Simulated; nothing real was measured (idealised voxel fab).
process module | voxel fin reveal
cross-section cut | 160 nm wide | cells 5 nm
A cross-section is a grid of square cells, given in bands from the top down. A band is one or more rows of cells.
Each band's line starts with the height of the band's top and of its bottom, in nm. Then come its materials from left to right, each with its width in nm. One material with "throughout" fills the band from edge to edge. "air" is empty space.
Height 0 is the level under which the wafer as received is all one material. The lowest band goes on downwards, as in "0 down".
A width such as "30 to 40" changes by the same amount from each row of cells to the next, from the band's top row to its bottom row.
"no change" after a step means that no cell of the cross-section changed.
closed voids: empty space of 8 cells or more with no open way to the top, each as width x height at its distance from the left edge, in nm
after a step's settings: what the simulator itself notes on the step
overlay nm, on a step with a mask: how far to the right of its planned place the mask lay; to the left if negative
plan
1 op RECEIVE | material Si
2 op CONFORMAL_DEP | material SiN | thk nm 5
3 op DIRECTIONAL_DEP | material aC | thk nm 15
4 op PATTERN | tone cover | mask id FINS | material resist | width nm 15 | pitch nm 35 | thk nm 35 | overlay nm 0
5 op DIRECTIONAL_ETCH | etch materials aC | depth nm 15
6 op STRIP | etch materials resist
7 op DIRECTIONAL_ETCH | etch materials SiN | depth nm 5
8 op DIRECTIONAL_ETCH | etch materials Si | depth nm 30
9 op STRIP | etch materials aC
10 op OXIDIZE | depth nm 5
11 op FILL_DEP | material SiO2 | thk nm 10
12 op CMP | height nm 5
13 op SELECTIVE_ETCH | etch materials SiO2 | depth nm 15
14 op STRIP | etch materials SiN
15 op CONFORMAL_DEP | material SiO2 | thk nm 5
first wafer, as planned
as received, after step 1
  0 down: Si throughout
  closed voids: none
after step 2
  5 to 0: SiN throughout
  below 0: unchanged
after step 3
  20 to 5: aC throughout
  below 5: unchanged
after step 4
  55 to 20: air 20 | resist 15 | air 20 | resist 15 | air 20 | resist 15 | air 20 | resist 15 | air 20
  below 20: unchanged
after step 5
  40 to 20: air 20 | resist 15 | air 20 | resist 15 | air 20 | resist 15 | air 20 | resist 15 | air 20
  20 to 5: air 20 | aC 15 | air 20 | aC 15 | air 20 | aC 15 | air 20 | aC 15 | air 20
  below 5: unchanged
after step 6
  20 to 5: air 20 | aC 15 | air 20 | aC 15 | air 20 | aC 15 | air 20 | aC 15 | air 20
  below 5: unchanged
after step 7
  20 to 5: air 20 | aC 15 | air 20 | aC 15 | air 20 | aC 15 | air 20 | aC 15 | air 20
  5 to 0: air 20 | SiN 15 | air 20 | SiN 15 | air 20 | SiN 15 | air 20 | SiN 15 | air 20
  below 0: unchanged
after step 8
  20 to 5: air 20 | aC 15 | air 20 | aC 15 | air 20 | aC 15 | air 20 | aC 15 | air 20
  5 to 0: air 20 | SiN 15 | air 20 | SiN 15 | air 20 | SiN 15 | air 20 | SiN 15 | air 20
  0 to -30: air 20 | Si 15 | air 20 | Si 15 | air 20 | Si 15 | air 20 | Si 15 | air 20
  below -30: unchanged
after step 9
  5 to 0: air 20 | SiN 15 | air 20 | SiN 15 | air 20 | SiN 15 | air 20 | SiN 15 | air 20
  below 0: unchanged
after step 10
  5 to 0: air 20 | SiN 15 | air 20 | SiN 15 | air 20 | SiN 15 | air 20 | SiN 15 | air 20
  0 to -30: air 20 | SiO2 5 | Si 5 | SiO2 5 | air 20 | SiO2 5 | Si 5 | SiO2 5 | air 20 | SiO2 5 | Si 5 | SiO2 5 | air 20 | SiO2 5 | Si 5 | SiO2 5 | air 20
  -30 to -35: SiO2 25 | Si 5 | SiO2 30 | Si 5 | SiO2 30 | Si 5 | SiO2 30 | Si 5 | SiO2 25
  below -35: unchanged
after step 11
  15 to 5: SiO2 throughout
  5 to 0: SiO2 20 | SiN 15 | SiO2 20 | SiN 15 | SiO2 20 | SiN 15 | SiO2 20 | SiN 15 | SiO2 20
  0 to -35: SiO2 25 | Si 5 | SiO2 30 | Si 5 | SiO2 30 | Si 5 | SiO2 30 | Si 5 | SiO2 25
  below -35: unchanged
after step 12
  5 to 0: SiO2 20 | SiN 15 | SiO2 20 | SiN 15 | SiO2 20 | SiN 15 | SiO2 20 | SiN 15 | SiO2 20
  below 0: unchanged
after step 13
  5 to 0: air 20 | SiN 15 | air 20 | SiN 15 | air 20 | SiN 15 | air 20 | SiN 15 | air 20
  0 to -10: air 25 | Si 5 | air 30 | Si 5 | air 30 | Si 5 | air 30 | Si 5 | air 25
  below -10: unchanged
after step 14
  0 to -10: air 25 | Si 5 | air 30 | Si 5 | air 30 | Si 5 | air 30 | Si 5 | air 25
  below -10: unchanged
after step 15
  5 to 0: air 20 | SiO2 15 | air 20 | SiO2 15 | air 20 | SiO2 15 | air 20 | SiO2 15 | air 20
  0 to -5: air 20 | SiO2 5 | Si 5 | SiO2 5 | air 20 | SiO2 5 | Si 5 | SiO2 5 | air 20 | SiO2 5 | Si 5 | SiO2 5 | air 20 | SiO2 5 | Si 5 | SiO2 5 | air 20
  -5 to -35: SiO2 25 | Si 5 | SiO2 30 | Si 5 | SiO2 30 | Si 5 | SiO2 30 | Si 5 | SiO2 25
  below -35: unchanged
second wafer: like start, like plan, one mistake. Through step 14 it matches the first wafer
when step 15 should have ended
  15 to 5: air 10 | SiO2 140 | air 10
  5 to 0: SiO2 throughout
  0 to -35: SiO2 25 | Si 5 | SiO2 30 | Si 5 | SiO2 30 | Si 5 | SiO2 30 | Si 5 | SiO2 25
  below -35: unchanged
what went wrong: step 15 ran as: op CONFORMAL_DEP | material SiO2 | thk nm 15
at the end the second wafer has, in cells: 96 more of SiO2
